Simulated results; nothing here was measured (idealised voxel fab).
Presented below is a process module, voxel gate over fins.
Shown is cross-section cut, with a width of 235 nm and square cells of size 5 nm.
Throughout this document, each cross-section is represented as a grid of square cells and is presented as a sequence of bands enumerated from the top downward, where a band comprises one or more rows of cells.
Top, bottom (nm), then materials left to right with widths (nm); lone material tagged "throughout" fills the whole band edge to edge; "air" = empty space.
Basically, 0 is our baseline, since under it the wafer straight out of the box is all one material. The bottom band has no lower end and keeps on going down, so it looks like "0 down".
Graded width ("30..40"): value in top row of band = first number; value in bottom row = second number; row-to-row change constant.
"everything unchanged" after a step means that no cell of the cross-section changed.
For the entry "Sealed internal voids", the listed items are empty spaces with no open way to the top whose size is 8 cells or more; each item follows the pattern width x height at distance, where distance is from the left edge and all three are in nm.
What comes after the settings on a step's line is commentary from the simulator itself on that step.
Steps that use a mask can have "overlay nm" on their line. It says how far the mask sat to the right of where it was meant to be. Negative means to the left.

# Planned step list for the process
| 1 | op RECEIVE | material Si |
| 2 | op CONFORMAL_DEP | material SiN | thk nm 10 |
| 3 | op DIRECTIONAL_DEP | material aC | thk nm 10 |
| 4 | op PATTERN | tone cover | mask id FINS | material resist | width nm 15 | pitch nm 50 | thk nm 25 | overlay nm 0 |
| 5 | op DIRECTIONAL_ETCH | etch materials aC | depth nm 10 |
| 6 | op STRIP | etch materials resist |
| 7 | op DIRECTIONAL_ETCH | etch materials SiN | depth nm 10 |
| 8 | op DIRECTIONAL_ETCH | etch materials Si | depth nm 35 |
| 9 | op STRIP | etch materials aC |
| 10 | op OXIDIZE | depth nm 5 |
| 11 | op FILL_DEP | material SiO2 | thk nm 10 |
| 12 | op CMP | height nm 10 |
| 13 | op DIRECTIONAL_DEP | material aC | thk nm 10 |
| 14 | op PATTERN | tone open | mask id RAIL | material resist | width nm 15 | thk nm 30 | overlay nm 0 |
| 15 | op DIRECTIONAL_ETCH | etch materials aC | depth nm 10 |
| 16 | op STRIP | etch materials resist |
| 17 | op DIRECTIONAL_ETCH | etch materials SiO2 | depth nm 40 |
| 18 | op STRIP | etch materials aC |
| 19 | op CONFORMAL_DEP | material TiN | thk nm 5 |
| 20 | op FILL_DEP | material Ru | thk nm 5 |
| 21 | op CMP | height nm 10 |
| 22 | op SELECTIVE_ETCH | etch materials W Ru TiN | depth nm 35 |
| 23 | op FILL_DEP | material SiO2 | thk nm 5 |
| 24 | op CMP | height nm 10 |
| 25 | op SELECTIVE_ETCH | etch materials SiO2 | depth nm 25 |
| 26 | op STRIP | etch materials SiN |
| 27 | op CONFORMAL_DEP | material HfO2 | thk nm 5 |
| 28 | op CONFORMAL_DEP | material TiN | thk nm 5 |
| 29 | op CONFORMAL_DEP | material TiAl | thk nm 5 |
| 30 | op CONFORMAL_DEP | material TiN | thk nm 5 |
| 31 | op FILL_DEP | material W | thk nm 10 |
| 32 | op CMP | height nm 25 |
| 33 | op CONFORMAL_DEP | material SiN | thk nm 10 |

# Delivered wafer in cross-section: state after step 1
0 down  Si throughout
Sealed internal voids: none

# Same starting wafer, same plan as above, one mistake in the execution; this is the cross-section at the end of the module
35 to 25  SiN throughout
25 to 20  W throughout
20 to 15  20 W, 45 TiN, 5 W, 45 TiN, 5 W, 45 TiN, 5 W, 45 TiN, 20 W
15 to 10  20 W, 5 TiN, 35 TiAl, 5 TiN, 5 W, 5 TiN, 35 TiAl, 5 TiN, 5 W, 5 TiN, 35 TiAl, 5 TiN, 5 W, 5 TiN, 35 TiAl, 5 TiN, 20 W
10 to 5  20 W, 5 TiN, 5 TiAl, 25 TiN, 5 TiAl, 5 TiN, 5 W, 5 TiN, 5 TiAl, 25 TiN, 5 TiAl, 5 TiN, 5 W, 5 TiN, 5 TiAl, 25 TiN, 5 TiAl, 5 TiN, 5 W, 5 TiN, 5 TiAl, 25 TiN, 5 TiAl, 5 TiN, 20 W
5 to 0  25 TiN, 5 TiAl, 5 TiN, 15 HfO2, 5 TiN, 5 TiAl, 15 TiN, 5 TiAl, 5 TiN, 15 HfO2, 5 TiN, 5 TiAl, 15 TiN, 5 TiAl, 5 TiN, 15 HfO2, 5 TiN, 5 TiAl, 15 TiN, 5 TiAl, 5 TiN, 15 HfO2, 5 TiN, 5 TiAl, 25 TiN
0 to -5  30 TiAl, 5 TiN, 5 HfO2, 5 Si, 5 HfO2, 5 TiN, 25 TiAl, 5 TiN, 5 HfO2, 5 Si, 5 HfO2, 5 TiN, 25 TiAl, 5 TiN, 5 HfO2, 5 Si, 5 HfO2, 5 TiN, 25 TiAl, 5 TiN, 5 HfO2, 5 Si, 5 HfO2, 5 TiN, 30 TiAl
-5 to -10  35 TiN, 5 HfO2, 5 Si, 5 HfO2, 35 TiN, 5 HfO2, 5 Si, 5 HfO2, 35 TiN, 5 HfO2, 5 Si, 5 HfO2, 35 TiN, 5 HfO2, 5 Si, 5 HfO2, 35 TiN
-10 to -15  40 HfO2, 5 Si, 45 HfO2, 5 Si, 45 HfO2, 5 Si, 45 HfO2, 5 Si, 40 HfO2
-15 to -25  40 SiO2, 5 Si, 45 SiO2, 5 Si, 45 SiO2, 5 Si, 45 SiO2, 5 Si, 40 SiO2
-25 to -30  40 SiO2, 5 Si, 10 SiO2, 25 TiN, 10 SiO2, 5 Si, 45 SiO2, 5 Si, 45 SiO2, 5 Si, 40 SiO2
-30 to -40  40 SiO2, 5 Si, 45 SiO2, 5 Si, 45 SiO2, 5 Si, 45 SiO2, 5 Si, 40 SiO2
-40 down  Si throughout
Sealed internal voids: none
Run error: for step 14, the planned setting was not used; the step was instead run as op PATTERN | tone open | mask id RAIL | material resist | width nm 25 | thk nm 30 | overlay nm 0
